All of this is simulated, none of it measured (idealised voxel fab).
Process module under the name voxel transistor to metal
The width of the displayed cross-section, cut, is 290 nm; its cells are square, with a size of 5 nm.
A cross-section in this document is a grid of square cells, and it is written down as bands, the top band listed before the ones below it; a band is made up of one or more rows of cells.
First you get the band's top height and its bottom height, in nm, and then the materials it's made of, left to right, with each width in nm. If you see a single material with "everywhere", that one covers the band edge to edge. "blank" is empty space.
Counting heights begins at 0, where everything beneath is, in the wafer as received, one material. The lowest band has no bottom; it goes on downwards, as "0 -> down" shows.
Quick explanation for "30->40": the width changes in equal steps down the rows of cells, from the first number in the band's top row to the second number in its bottom row.
When a step is marked "identical to before", none of the cells in the cross-section changed during that step.
Enclosed voids (no open way to top), threshold 8 cells or more, entry "Sealed void listing", notation width x height at distance, distance from left edge, nm.
Heads up: the bit after the settings on a step's line is the simulator's remark on that step.
overlay nm, on a step with a mask: how far to the right of its planned place the mask lay; to the left if negative
The planned process steps are enumerated hereunder
1,RECEIVE, material Si
2,OXIDIZE, depth nm 5
3,CONFORMAL_DEP, material SiN, thk nm 15
4,DIRECTIONAL_DEP, material aC, thk nm 10
5,PATTERN, tone cover, mask id ACTIVE, material resist, width nm 115, pitch nm 145, thk nm 25, overlay nm 0
6,DIRECTIONAL_ETCH, etch materials aC, depth nm 10
7,STRIP, etch materials resist
8,DIRECTIONAL_ETCH, etch materials SiN, depth nm 15
9,DIRECTIONAL_ETCH, etch materials SiO2, depth nm 5
10,DIRECTIONAL_ETCH, etch materials Si, depth nm 35
11,STRIP, etch materials aC
12,FILL_DEP, material SiO2, thk nm 15
13,CMP, height nm 15
14,SELECTIVE_ETCH, etch materials SiO2, depth nm 10
15,STRIP, etch materials SiN
16,SELECTIVE_ETCH, etch materials SiO2, depth nm 5
17,OXIDIZE, depth nm 5
18,DIRECTIONAL_DEP, material polySi, thk nm 20
19,DIRECTIONAL_DEP, material SiCN, thk nm 10
20,DIRECTIONAL_DEP, material aC, thk nm 15
21,PATTERN, tone cover, mask id GATE, material resist, width nm 35, pitch nm 145, thk nm 30, overlay nm 0
22,DIRECTIONAL_ETCH, etch materials aC, depth nm 15
23,STRIP, etch materials resist
24,DIRECTIONAL_ETCH, etch materials SiCN, depth nm 20
25,DIRECTIONAL_ETCH, etch materials polySi, depth nm 30
26,STRIP, etch materials aC
27,CONFORMAL_DEP, material SiO2, thk nm 5
28,DIRECTIONAL_ETCH, etch materials SiO2, depth nm 5
29,CONFORMAL_DEP, material SiN, thk nm 5
30,DIRECTIONAL_ETCH, etch materials SiN, depth nm 5
31,DIRECTIONAL_ETCH, etch materials SiO2, depth nm 5
32,DIRECTIONAL_ETCH, etch materials Si, depth nm 10
33,EPI, material SiGe, thk nm 10
34,FILL_DEP, material SiO2, thk nm 10
35,CMP, height nm 15
36,STRIP, etch materials polySi
37,SELECTIVE_ETCH, etch materials SiO2, depth nm 5
38,CONFORMAL_DEP, material HfO2, thk nm 5
39,CONFORMAL_DEP, material TiN, thk nm 5
40,FILL_DEP, material W, thk nm 5
41,CMP, height nm 10
42,DIRECTIONAL_DEP, material SiO2, thk nm 10
43,PATTERN, tone open, mask id CONTACT, material resist, width nm 20, thk nm 20, overlay nm 0
44,DIRECTIONAL_ETCH, etch materials SiO2, depth nm 30
45,STRIP, etch materials resist
46,CONFORMAL_DEP, material TiN, thk nm 5
47,FILL_DEP, material Ru, thk nm 10
48,CMP, height nm 20
49,DIRECTIONAL_DEP, material TiN, thk nm 5
50,DIRECTIONAL_DEP, material W, thk nm 25
51,PATTERN, tone cover, mask id METAL_1, material resist, width nm 20, thk nm 15, overlay nm 0
52,DIRECTIONAL_ETCH, etch materials W, depth nm 25
53,DIRECTIONAL_ETCH, etch materials TiN, depth nm 5
54,STRIP, etch materials resist
55,FILL_DEP, material lowk, thk nm 10
56,CMP, height nm 50
57,CONFORMAL_DEP, material SiCN, thk nm 5
58,DIRECTIONAL_DEP, material SiO2, thk nm 30
59,MASKED_ETCH, tone open, mask id METAL_2, width nm 20, pitch nm 145, etch materials SiO2, depth nm 15, overlay nm 0
60,MASKED_ETCH, tone open, mask id METAL_2_HOLES, width nm 15, pitch nm 145, etch materials SiO2, depth nm 15, overlay nm 0
61,MASKED_ETCH, tone open, mask id METAL_2_HOLES, width nm 15, pitch nm 145, etch materials SiCN, depth nm 5, overlay nm 0
62,CONFORMAL_DEP, material TiN, thk nm 5
63,FILL_DEP, material Cu, thk nm 10
64,CMP, height nm 85
65,CONFORMAL_DEP, material SiN, thk nm 5
This is the cross-section of the wafer as we received it, i.e. after step 1
* 0 -> down: Si everywhere
* Sealed void listing: none
Here's the wafer cut in cross-section after the module, started and planned just like above, except one thing was done wrong in the run
* 90 -> 85: SiN everywhere
* 85 -> 75: 20 of SiO2, 5 of TiN, 10 of Cu, 5 of TiN, 125 of SiO2, 5 of TiN, 10 of Cu, 5 of TiN, 105 of SiO2
* 75 -> 70: 20 of SiO2, 5 of TiN, 5 of Cu, 10 of TiN, 125 of SiO2, 5 of TiN, 5 of Cu, 10 of TiN, 105 of SiO2
* 70 -> 60: 20 of SiO2, 5 of TiN, 5 of Cu, 5 of TiN, 130 of SiO2, 5 of TiN, 5 of Cu, 5 of TiN, 110 of SiO2
* 60 -> 55: 20 of SiO2, 15 of TiN, 130 of SiO2, 15 of TiN, 110 of SiO2
* 55 -> 50: 30 of SiCN, 5 of TiN, 140 of SiCN, 5 of TiN, 110 of SiCN
* 50 -> 25: 20 of lowk, 20 of W, 65 of lowk, 20 of W, 40 of lowk, 20 of W, 65 of lowk, 20 of W, 20 of lowk
* 25 -> 20: 20 of lowk, 20 of TiN, 65 of lowk, 20 of TiN, 40 of lowk, 20 of TiN, 65 of lowk, 20 of TiN, 20 of lowk
* 20 -> 10: 20 of SiO2, 5 of TiN, 10 of Ru, 5 of TiN, 65 of SiO2, 5 of TiN, 10 of Ru, 5 of TiN, 40 of SiO2, 5 of TiN, 10 of Ru, 5 of TiN, 65 of SiO2, 5 of TiN, 10 of Ru, 5 of TiN, 20 of SiO2
* 10 -> 5: 20 of SiO2, 5 of TiN, 10 of Ru, 5 of TiN, 5 of SiO2, 5 of SiN, 5 of HfO2, 5 of TiN, 25 of W, 5 of TiN, 5 of HfO2, 5 of SiN, 5 of SiO2, 5 of TiN, 10 of Ru, 5 of TiN, 40 of SiO2, 5 of TiN, 10 of Ru, 5 of TiN, 5 of SiO2, 5 of SiN, 5 of HfO2, 5 of TiN, 25 of W, 5 of TiN, 5 of HfO2, 5 of SiN, 5 of SiO2, 5 of TiN, 10 of Ru, 5 of TiN, 20 of SiO2
* 5 -> 0: 20 of SiO2, 20 of TiN, 5 of SiO2, 5 of SiN, 5 of HfO2, 5 of TiN, 25 of W, 5 of TiN, 5 of HfO2, 5 of SiN, 5 of SiO2, 20 of TiN, 40 of SiO2, 20 of TiN, 5 of SiO2, 5 of SiN, 5 of HfO2, 5 of TiN, 25 of W, 5 of TiN, 5 of HfO2, 5 of SiN, 5 of SiO2, 20 of TiN, 20 of SiO2
* 0 -> -5: 15 of SiO2, 5 of SiN, 10 of SiGe, 5 of TiN, 10 of SiGe, 5 of SiN, 5 of HfO2, 35 of TiN, 5 of HfO2, 5 of SiN, 10 of SiGe, 5 of TiN, 10 of SiGe, 5 of SiN, 30 of SiO2, 5 of SiN, 10 of SiGe, 5 of TiN, 10 of SiGe, 5 of SiN, 5 of HfO2, 35 of TiN, 5 of HfO2, 5 of SiN, 10 of SiGe, 5 of TiN, 10 of SiGe, 5 of SiN, 15 of SiO2
* -5 -> -10: 20 of SiO2, 10 of SiGe, 5 of TiN, 10 of SiGe, 5 of SiO2, 45 of HfO2, 5 of SiO2, 10 of SiGe, 5 of TiN, 10 of SiGe, 40 of SiO2, 10 of SiGe, 5 of TiN, 10 of SiGe, 5 of SiO2, 45 of HfO2, 5 of SiO2, 10 of SiGe, 5 of TiN, 10 of SiGe, 20 of SiO2
* -10 -> -20: 15 of SiO2, 5 of Si, 25 of SiGe, 55 of Si, 25 of SiGe, 5 of Si, 30 of SiO2, 5 of Si, 25 of SiGe, 55 of Si, 25 of SiGe, 5 of Si, 15 of SiO2
* -20 -> -40: 15 of SiO2, 115 of Si, 30 of SiO2, 115 of Si, 15 of SiO2
* -40 -> down: Si everywhere
* Sealed void listing: none
It is concluded that the wafer was processed incorrectly with respect to the plan, in that step 61 changed vs plan, executed as MASKED_ETCH, tone open, mask id METAL_2_HOLES, width nm 15, pitch nm 145, etch materials SiCN, depth nm 5, overlay nm 10
